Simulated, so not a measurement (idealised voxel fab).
Process module under the name voxel capacitor over wiring
Xsec cut, 240 nm wide, square cell size 5 nm.
In what follows, cross-sections appear as grids of square cells, described through bands that run from the top down, where every band is one or more rows of cells.
Basically the band line says how high the top is and how high the bottom is, in nm, and then what's in it from left to right, every material with its width in nm. Empty space shows up as "empty", and if a single material carries "edge to edge" it runs the full band edge to edge.
Heights are expressed relative to 0, this being the level below which the as-received wafer comprises one material exclusively. The lowest band is unbounded in the downward direction and is denoted as in "0 nm and below".
Width "30..40": first value at the band's top row of cells, second value at its bottom row, equal change from row to row.
The designation "nothing changed", where it is given for a processing step, indicates that no cell of the cross-section was altered in the course of that step.
Empty spaces counting at least 8 cells and having no open way to the top are listed in "Closed void table". The notation width x height at distance is used for each, the distance being from the left edge and all three values in nm.
That trailing text on a step's line, after the settings, is the simulator's own remark on the step.
The "overlay nm" setting may appear on a step's line; for a step that uses a mask, it gives how far to the right of its planned position the mask lay, and a negative value indicates the left.

**Below is the list of planned process steps**
1. RECEIVE (material Si)
2. CONFORMAL_DEP (material SiO2; thk nm 10)
3. DIRECTIONAL_DEP (material TiN; thk nm 5)
4. DIRECTIONAL_DEP (material W; thk nm 15)
5. DIRECTIONAL_DEP (material aC; thk nm 10)
6. PATTERN (tone cover; mask id METAL_1; material resist; width nm 30; pitch nm 95; thk nm 25; overlay nm 0)
7. DIRECTIONAL_ETCH (etch materials aC; depth nm 10)
8. STRIP (etch materials resist)
9. DIRECTIONAL_ETCH (etch materials W; depth nm 15)
10. DIRECTIONAL_ETCH (etch materials TiN; depth nm 5)
11. STRIP (etch materials aC)
12. CONFORMAL_DEP (material SiN; thk nm 5)
13. FILL_DEP (material lowk; thk nm 5)
14. CMP (height nm 30)
15. CONFORMAL_DEP (material SiCN; thk nm 5)
16. DIRECTIONAL_DEP (material lowk; thk nm 10)
17. PATTERN (tone open; mask id PLUG_1; material resist; width nm 15; thk nm 20; overlay nm 0)
18. DIRECTIONAL_ETCH (etch materials lowk; depth nm 10)
19. DIRECTIONAL_ETCH (etch materials SiCN; depth nm 5)
20. STRIP (etch materials resist)
21. CONFORMAL_DEP (material TiN; thk nm 5)
22. FILL_DEP (material Ru; thk nm 5)
23. CMP (height nm 45)
24. DIRECTIONAL_DEP (material TiN; thk nm 5)
25. DIRECTIONAL_DEP (material Al2O3; thk nm 5)
26. DIRECTIONAL_DEP (material TiN; thk nm 5)
27. DIRECTIONAL_DEP (material aC; thk nm 15)
28. PATTERN (tone cover; mask id UPPER_PLATE; material resist; width nm 70; thk nm 35; overlay nm 0)
29. DIRECTIONAL_ETCH (etch materials aC; depth nm 15)
30. STRIP (etch materials resist)
31. DIRECTIONAL_ETCH (etch materials TiN; depth nm 5)
32. DIRECTIONAL_ETCH (etch materials Al2O3; depth nm 5)
33. STRIP (etch materials aC)
34. MASKED_ETCH (tone cover; mask id LOWER_PLATE; width nm 80; etch materials TiN; depth nm 5; overlay nm 0)
35. FILL_DEP (material SiO2; thk nm 20)
36. CMP (height nm 75)
37. MASKED_ETCH (tone open; mask id PLUG_2; width nm 15; etch materials SiO2; depth nm 15; overlay nm 0)
38. CONFORMAL_DEP (material TiN; thk nm 5)
39. FILL_DEP (material Ru; thk nm 5)
40. CMP (height nm 75)
41. CONFORMAL_DEP (material SiN; thk nm 5)

**Received-state cross-section, reflecting completion of step 1**
> 0 nm and below: Si edge to edge
> Closed void table: none

**Cross-section, first of two wafers, end of module, run as planned**
> 80 nm to 75 nm: SiN edge to edge
> 75 nm to 65 nm: 80 nm SiO2 / 5 nm TiN / 5 nm Ru / 5 nm TiN / 145 nm SiO2
> 65 nm to 55 nm: 80..70 nm SiO2 / 15..70 nm TiN / 145..100 nm SiO2
> 55 nm to 50 nm: 70 nm SiO2 / 70 nm Al2O3 / 100 nm SiO2
> 50 nm to 45 nm: 65 nm SiO2 / 80 nm TiN / 95 nm SiO2
> 45 nm to 35 nm: 70 nm lowk / 5 nm TiN / 5 nm Ru / 5 nm TiN / 155 nm lowk
> 35 nm to 30 nm: 70 nm SiCN / 15 nm TiN / 155 nm SiCN
> 30 nm to 15 nm: 50 nm lowk / 5 nm SiN / 30 nm W / 5 nm SiN / 55 nm lowk / 5 nm SiN / 30 nm W / 5 nm SiN / 55 nm lowk
> 15 nm to 10 nm: 55 nm SiN / 30 nm TiN / 65 nm SiN / 30 nm TiN / 60 nm SiN
> 10 nm to 0 nm: SiO2 edge to edge
> 0 nm and below: Si edge to edge
> Closed void table: none

**Cross-section, second wafer: same start as the first, same plan as the first, one mistake in running it; taken at the end of the module**
> 80 nm to 75 nm: SiN edge to edge
> 75 nm to 65 nm: 80 nm SiO2 / 5 nm TiN / 5 nm Ru / 5 nm TiN / 145 nm SiO2
> 65 nm to 55 nm: 80..75 nm SiO2 / 15..65 nm TiN / 145..100 nm SiO2
> 55 nm to 50 nm: 75 nm SiO2 / 65 nm Al2O3 / 100 nm SiO2
> 50 nm to 45 nm: 65 nm SiO2 / 80 nm TiN / 95 nm SiO2
> 45 nm to 35 nm: 70 nm lowk / 5 nm TiN / 5 nm Ru / 5 nm TiN / 155 nm lowk
> 35 nm to 30 nm: 70 nm SiCN / 15 nm TiN / 155 nm SiCN
> 30 nm to 15 nm: 50 nm lowk / 5 nm SiN / 30 nm W / 5 nm SiN / 55 nm lowk / 5 nm SiN / 30 nm W / 5 nm SiN / 55 nm lowk
> 15 nm to 10 nm: 55 nm SiN / 30 nm TiN / 65 nm SiN / 30 nm TiN / 60 nm SiN
> 10 nm to 0 nm: SiO2 edge to edge
> 0 nm and below: Si edge to edge
> Closed void table: none
Error vs. plan: step 28 ran with different settings than intended, the actual operation and settings being PATTERN (tone cover; mask id UPPER_PLATE; material resist; width nm 65; thk nm 35; overlay nm 0)
Per the end-of-run cell counts, the second wafer holds more or fewer of some materials than the first: Al2O3 -1 | SiO2 +2 | TiN -1
